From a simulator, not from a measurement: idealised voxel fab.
process module | voxel self aligned contacts
cross-section cut | 225 nm wide | cells 5 nm
A cross-section is a grid of square cells, given in bands from the top down. A band is one or more rows of cells.
Each band's line starts with the height of the band's top and of its bottom, in nm. Then come its materials from left to right, each with its width in nm. One material with "throughout" fills the band from edge to edge. "air" is empty space.
Height 0 is the level under which the wafer as received is all one material. The lowest band goes on downwards, as in "0 down".
A width such as "30 to 40" changes by the same amount from each row of cells to the next, from the band's top row to its bottom row.
"no change" after a step means that no cell of the cross-section changed.
closed voids: empty space of 8 cells or more with no open way to the top, each as width x height at its distance from the left edge, in nm
after a step's settings: what the simulator itself notes on the step
overlay nm, on a step with a mask: how far to the right of its planned place the mask lay; to the left if negative
plan
1 op RECEIVE | material Si
2 op OXIDIZE | depth nm 5
3 op DIRECTIONAL_DEP | material polySi | thk nm 20
4 op DIRECTIONAL_DEP | material SiN | thk nm 25
5 op DIRECTIONAL_DEP | material aC | thk nm 5
6 op PATTERN | tone cover | mask id GATE | material resist | width nm 25 | pitch nm 70 | thk nm 25 | overlay nm 0
7 op DIRECTIONAL_ETCH | etch materials aC | depth nm 10
8 op STRIP | etch materials resist
9 op DIRECTIONAL_ETCH | etch materials SiN | depth nm 25
10 op DIRECTIONAL_ETCH | etch materials polySi | depth nm 20
11 op STRIP | etch materials aC
12 op CONFORMAL_DEP | material SiN | thk nm 10
13 op DIRECTIONAL_ETCH | etch materials SiN | depth nm 10
14 op FILL_DEP | material SiO2 | thk nm 15
15 op CMP | height nm 50
16 op DIRECTIONAL_DEP | material aC | thk nm 10
17 op PATTERN | tone open | mask id CONTACT | material resist | width nm 55 | pitch nm 70 | thk nm 30 | overlay nm 0
18 op DIRECTIONAL_ETCH | etch materials aC | depth nm 10
19 op STRIP | etch materials resist
20 op DIRECTIONAL_ETCH | etch materials SiO2 | depth nm 55
21 op STRIP | etch materials aC
22 op CONFORMAL_DEP | material TiN | thk nm 5
23 op FILL_DEP | material Ru | thk nm 10
24 op CMP | height nm 50
25 op CONFORMAL_DEP | material SiN | thk nm 5
varied across the wafers: thk nm of step 5. The plan shows the first wafer's value. All wafers start alike
first wafer as received, after step 1
  0 down: Si throughout
  closed voids: none
each wafer at the end: cells of each material gained (+) or lost (-) since it was received, then its closed voids
thk nm 5 | +60 Ru | -45 Si | +228 SiN | +130 SiO2 | +62 TiN | +60 polySi | closed voids: none
thk nm 10 | +60 Ru | -45 Si | +228 SiN | +130 SiO2 | +62 TiN | +60 polySi | closed voids: none
thk nm 15 | -45 Si | +270 SiN | +68 SiO2 | +22 TiN | +180 polySi | closed voids: none
thk nm 20 | -45 Si | +270 SiN | +68 SiO2 | +22 TiN | +180 polySi | closed voids: none
thk nm 25 | -45 Si | +270 SiN | +68 SiO2 | +22 TiN | +180 polySi | closed voids: none
